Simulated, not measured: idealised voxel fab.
Presented below is a process module, voxel fin reveal.
It is cross-section cut that appears here, measuring 285 nm in width, its square cells being 5 nm in size.
A cross-section in this document is a grid of square cells, and it is written down as bands, the top band listed before the ones below it; a band is made up of one or more rows of cells. Top, bottom (nm), then materials left to right with widths (nm); lone material tagged "full width" fills the whole band edge to edge; "blank" = empty space. Beneath 0, the wafer as received is one material, and that level is where height counting begins. The lowest band goes on downward without a bottom; it is written like "0 down". Width "30->40": first value at the band's top row of cells, second value at its bottom row, equal change from row to row. Given "nothing different" for a step, no cell of the cross-section differs between before and after that step. Enclosed voids (no open way to top), threshold 8 cells or more, entry "Closed void register", notation width x height at distance, distance from left edge, nm. It should be noted that, on the line of a given step, the content following the step's settings is a remark produced by the simulator itself with respect to that step. Each step line may optionally specify "overlay nm", which for a step with a mask gives the rightward distance between the mask's planned place and where it lay, a negative value indicating the leftward direction. Reading guide: pairs of cross-sections, before and after one process step; after view cut off at lowest changed band; step and settings listed under each pair. Pairs may stem from different runs of this module on the same starting wafer; continuity with the pair above only where the "Before-step section" entry states it.
-- Before-step section
- 0 down = Si full width
- Closed void register: none
-- Resulting Structure
- 10 to 0 = SiN full width
- Below 0 it's all the same as before, nothing changed down there.
- Closed void register: none
Step taken after the before cross-section and before the after cross-section above: CONFORMAL_DEP, material SiN, thk nm 10
Before-step section: see preceding pair, after cross-section.
-- Resulting Structure
- 10 to 0 = 95 of blank  15 of SiN  25 of blank  15 of SiN  25 of blank  15 of SiN  95 of blank
- Below 0 it's all the same as before, nothing changed down there.
- Closed void register: none
Step taken after the before cross-section and before the after cross-section above: MASKED_ETCH, tone cover, mask id FINS, width nm 15, pitch nm 40, etch materials SiN, depth nm 10, overlay nm 0
Before-step section: see preceding pair, after cross-section.
-- Resulting Structure
- 10 to 0 = 95 of blank  15 of SiN  25 of blank  15 of SiN  25 of blank  15 of SiN  95 of blank
- 0 to -35 = 95 of blank  15 of Si  25 of blank  15 of Si  25 of blank  15 of Si  95 of blank
- Below -35 it's all the same as before, nothing changed down there.
- Closed void register: none
Step taken after the before cross-section and before the after cross-section above: MASKED_ETCH, tone cover, mask id FINS, width nm 15, pitch nm 40, etch materials Si, depth nm 35, overlay nm 0
Before-step section: see preceding pair, after cross-section.
-- Resulting Structure
- 20 to 10 = SiO2 full width
- 10 to 0 = 95 of SiO2  15 of SiN  25 of SiO2  15 of SiN  25 of SiO2  15 of SiN  95 of SiO2
- 0 to -35 = 95 of SiO2  15 of Si  25 of SiO2  15 of Si  25 of SiO2  15 of Si  95 of SiO2
- Below -35 it's all the same as before, nothing changed down there.
- Closed void register: none
Step taken after the before cross-section and before the after cross-section above: FILL_DEP, material SiO2, thk nm 10
Before-step section: see preceding pair, after cross-section.
-- Resulting Structure
- 10 to 0 = 95 of SiO2  15 of SiN  25 of SiO2  15 of SiN  25 of SiO2  15 of SiN  95 of SiO2
- Below 0 it's all the same as before, nothing changed down there.
- Closed void register: none
Step taken after the before cross-section and before the after cross-section above: CMP, height nm 10
Before-step section: see preceding pair, after cross-section.
-- Resulting Structure
- 10 to 0 = 95 of blank  15 of SiN  25 of blank  15 of SiN  25 of blank  15 of SiN  95 of blank
- 0 to -10 = 95 of blank  15 of Si  25 of blank  15 of Si  25 of blank  15 of Si  95 of blank
- Below -10 it's all the same as before, nothing changed down there.
- Closed void register: none
Step taken after the before cross-section and before the after cross-section above: SELECTIVE_ETCH, etch materials SiO2, depth nm 20
Before-step section: see preceding pair, after cross-section.
-- Resulting Structure
- 0 to -10 = 95 of blank  15 of Si  25 of blank  15 of Si  25 of blank  15 of Si  95 of blank
- Below -10 it's all the same as before, nothing changed down there.
- Closed void register: none
Step taken after the before cross-section and before the after cross-section above: STRIP, etch materials SiN
Before-step section: see preceding pair, after cross-section.
-- Resulting Structure
- 5 to 0 = 90 of blank  25 of SiO2  15 of blank  25 of SiO2  15 of blank  25 of SiO2  90 of blank
- 0 to -5 = 90 of blank  5 of SiO2  15 of Si  5 of SiO2  15 of blank  5 of SiO2  15 of Si  5 of SiO2  15 of blank  5 of SiO2  15 of Si  5 of SiO2  90 of blank
- -5 to -35 = 95 of SiO2  15 of Si  25 of SiO2  15 of Si  25 of SiO2  15 of Si  95 of SiO2
- Below -35 it's all the same as before, nothing changed down there.
- Closed void register: none
Step taken after the before cross-section and before the after cross-section above: CONFORMAL_DEP, material SiO2, thk nm 5
-- Before-step section
- 10 to 0 = 95 of blank  15 of SiN  25 of blank  15 of SiN  25 of blank  15 of SiN  95 of blank
- 0 to -10 = 95 of blank  15 of Si  25 of blank  15 of Si  25 of blank  15 of Si  95 of blank
- -10 to -35 = 95 of SiO2  15 of Si  25 of SiO2  15 of Si  25 of SiO2  15 of Si  95 of SiO2
- -35 down = Si full width
- Closed void register: none
-- Resulting Structure
- 10 to 0 = 95 of blank  15 of SiN  25 of blank  15 of SiN  25 of blank  15 of SiN  95 of blank
- 0 to -30 = 95 of blank  15 of Si  25 of blank  15 of Si  25 of blank  15 of Si  95 of blank
- Below -30 it's all the same as before, nothing changed down there.
- Closed void register: none
Step taken after the before cross-section and before the after cross-section above: SELECTIVE_ETCH, etch materials SiO2, depth nm 20
Before-step section: see preceding pair, after cross-section.
-- Resulting Structure
- 0 to -30 = 95 of blank  15 of Si  25 of blank  15 of Si  25 of blank  15 of Si  95 of blank
- Below -30 it's all the same as before, nothing changed down there.
- Closed void register: none
Step taken after the before cross-section and before the after cross-section above: STRIP, etch materials SiN
Before-step section: see preceding pair, after cross-section.
-- Resulting Structure
- 5 to 0 = 90 of blank  25 of SiO2  15 of blank  25 of SiO2  15 of blank  25 of SiO2  90 of blank
- 0 to -25 = 90 of blank  5 of SiO2  15 of Si  5 of SiO2  15 of blank  5 of SiO2  15 of Si  5 of SiO2  15 of blank  5 of SiO2  15 of Si  5 of SiO2  90 of blank
- -25 to -35 = 95 of SiO2  15 of Si  25 of SiO2  15 of Si  25 of SiO2  15 of Si  95 of SiO2
- Below -35 it's all the same as before, nothing changed down there.
- Closed void register: none
Step taken after the before cross-section and before the after cross-section above: CONFORMAL_DEP, material SiO2, thk nm 5
-- Before-step section
- 10 to 0 = 95 of SiO2  15 of SiN  25 of SiO2  15 of SiN  25 of SiO2  15 of SiN  95 of SiO2
- 0 to -35 = 95 of SiO2  15 of Si  25 of SiO2  15 of Si  25 of SiO2  15 of Si  95 of SiO2
- -35 down = Si full width
- Closed void register: none
-- Resulting Structure
- 10 to 0 = 95 of SiO2  15 of blank  25 of SiO2  15 of blank  25 of SiO2  15 of blank  95 of SiO2
- Below 0 it's all the same as before, nothing changed down there.
- Closed void register: none
Step taken after the before cross-section and before the after cross-section above: STRIP, etch materials SiN
Before-step section: see preceding pair, after cross-section.
-- Resulting Structure
- 0 to -10 = 95 of blank  15 of Si  25 of blank  15 of Si  25 of blank  15 of Si  95 of blank
- -10 to -20 = 75 of SiO2  20 of blank  15 of Si  25 of blank  15 of Si  25 of blank  15 of Si  20 of blank  75 of SiO2
- Below -20 it's all the same as before, nothing changed down there.
- Closed void register: none
Step taken after the before cross-section and before the after cross-section above: SELECTIVE_ETCH, etch materials SiO2, depth nm 20
Before-step section: see preceding pair, after cross-section.
-- Resulting Structure
- 5 to 0 = 90 of blank  25 of SiO2  15 of blank  25 of SiO2  15 of blank  25 of SiO2  90 of blank
- 0 to -5 = 90 of blank  5 of SiO2  15 of Si  5 of SiO2  15 of blank  5 of SiO2  15 of Si  5 of SiO2  15 of blank  5 of SiO2  15 of Si  5 of SiO2  90 of blank
- -5 to -15 = 80 of SiO2  10 of blank  5 of SiO2  15 of Si  5 of SiO2  15 of blank  5 of SiO2  15 of Si  5 of SiO2  15 of blank  5 of SiO2  15 of Si  5 of SiO2  10 of blank  80 of SiO2
- -15 to -35 = 95 of SiO2  15 of Si  25 of SiO2  15 of Si  25 of SiO2  15 of Si  95 of SiO2
- Below -35 it's all the same as before, nothing changed down there.
- Closed void register: none
Step taken after the before cross-section and before the after cross-section above: CONFORMAL_DEP, material SiO2, thk nm 5
-- Before-step section
- 10 to 0 = 95 of blank  15 of SiN  25 of blank  15 of SiN  25 of blank  15 of SiN  95 of blank
- 0 down = Si full width
- Closed void register: none
-- Resulting Structure
- 10 to 0 = 95 of blank  15 of SiN  25 of blank  15 of SiN  25 of blank  15 of SiN  95 of blank
- 0 to -30 = 95 of blank  15 of Si  25 of blank  15 of Si  25 of blank  15 of Si  95 of blank
- Below -30 it's all the same as before, nothing changed down there.
- Closed void register: none
Step taken after the before cross-section and before the after cross-section above: MASKED_ETCH, tone cover, mask id FINS, width nm 15, pitch nm 40, etch materials Si, depth nm 30, overlay nm 0
Before-step section: see preceding pair, after cross-section.
-- Resulting Structure
- 20 to 10 = SiO2 full width
- 10 to 0 = 95 of SiO2  15 of SiN  25 of SiO2  15 of SiN  25 of SiO2  15 of SiN  95 of SiO2
- 0 to -30 = 95 of SiO2  15 of Si  25 of SiO2  15 of Si  25 of SiO2  15 of Si  95 of SiO2
- Below -30 it's all the same as before, nothing changed down there.
- Closed void register: none
Step taken after the before cross-section and before the after cross-section above: FILL_DEP, material SiO2, thk nm 10
Before-step section: see preceding pair, after cross-section.
-- Resulting Structure
- 10 to 0 = 95 of SiO2  15 of SiN  25 of SiO2  15 of SiN  25 of SiO2  15 of SiN  95 of SiO2
- Below 0 it's all the same as before, nothing changed down there.
- Closed void register: none
Step taken after the before cross-section and before the after cross-section above: CMP, height nm 10
Before-step section: see preceding pair, after cross-section.
-- Resulting Structure
- 10 to 0 = 95 of blank  15 of SiN  25 of blank  15 of SiN  25 of blank  15 of SiN  95 of blank
- 0 to -10 = 95 of blank  15 of Si  25 of blank  15 of Si  25 of blank  15 of Si  95 of blank
- Below -10 it's all the same as before, nothing changed down there.
- Closed void register: none
Step taken after the before cross-section and before the after cross-section above: SELECTIVE_ETCH, etch materials SiO2, depth nm 20
Before-step section: see preceding pair, after cross-section.
-- Resulting Structure
- 0 to -10 = 95 of blank  15 of Si  25 of blank  15 of Si  25 of blank  15 of Si  95 of blank
- Below -10 it's all the same as before, nothing changed down there.
- Closed void register: none
Step taken after the before cross-section and before the after cross-section above: STRIP, etch materials SiN
Before-step section: see preceding pair, after cross-section.
-- Resulting Structure
- 5 to 0 = 90 of blank  25 of SiO2  15 of blank  25 of SiO2  15 of blank  25 of SiO2  90 of blank
- 0 to -5 = 90 of blank  5 of SiO2  15 of Si  5 of SiO2  15 of blank  5 of SiO2  15 of Si  5 of SiO2  15 of blank  5 of SiO2  15 of Si  5 of SiO2  90 of blank
- -5 to -30 = 95 of SiO2  15 of Si  25 of SiO2  15 of Si  25 of SiO2  15 of Si  95 of SiO2
- Below -30 it's all the same as before, nothing changed down there.
- Closed void register: none
Step taken after the before cross-section and before the after cross-section above: CONFORMAL_DEP, material SiO2, thk nm 5
-- Before-step section
- 10 to 0 = 95 of blank  15 of SiN  25 of blank  15 of SiN  25 of blank  15 of SiN  95 of blank
- 0 to -10 = 95 of blank  15 of Si  25 of blank  15 of Si  25 of blank  15 of Si  95 of blank
- -10 to -35 = 95 of SiO2  15 of Si  25 of SiO2  15 of Si  25 of SiO2  15 of Si  95 of SiO2
- -35 down = Si full width
- Closed void register: none
-- Resulting Structure
- 10 to 0 = 95 of blank  15 of SiN  25 of blank  15 of SiN  25 of blank  15 of SiN  95 of blank
- 0 to -35 = 95 of blank  15 of Si  25 of blank  15 of Si  25 of blank  15 of Si  95 of blank
- Below -35 it's all the same as before, nothing changed down there.
- Closed void register: none
Step taken after the before cross-section and before the after cross-section above: STRIP, etch materials SiO2
Before-step section: see preceding pair, after cross-section.
-- Resulting Structure
- 15 to 10 = 90 of blank  25 of SiO2  15 of blank  25 of SiO2  15 of blank  25 of SiO2  90 of blank
- 10 to 0 = 90 of blank  5 of SiO2  15 of SiN  5 of SiO2  15 of blank  5 of SiO2  15 of SiN  5 of SiO2  15 of blank  5 of SiO2  15 of SiN  5 of SiO2  90 of blank
- 0 to -30 = 90 of blank  5 of SiO2  15 of Si  5 of SiO2  15 of blank  5 of SiO2  15 of Si  5 of SiO2  15 of blank  5 of SiO2  15 of Si  5 of SiO2  90 of blank
- -30 to -35 = 95 of SiO2  15 of Si  25 of SiO2  15 of Si  25 of SiO2  15 of Si  95 of SiO2
- Below -35 it's all the same as before, nothing changed down there.
- Closed void register: none
Step taken after the before cross-section and before the after cross-section above: CONFORMAL_DEP, material SiO2, thk nm 5
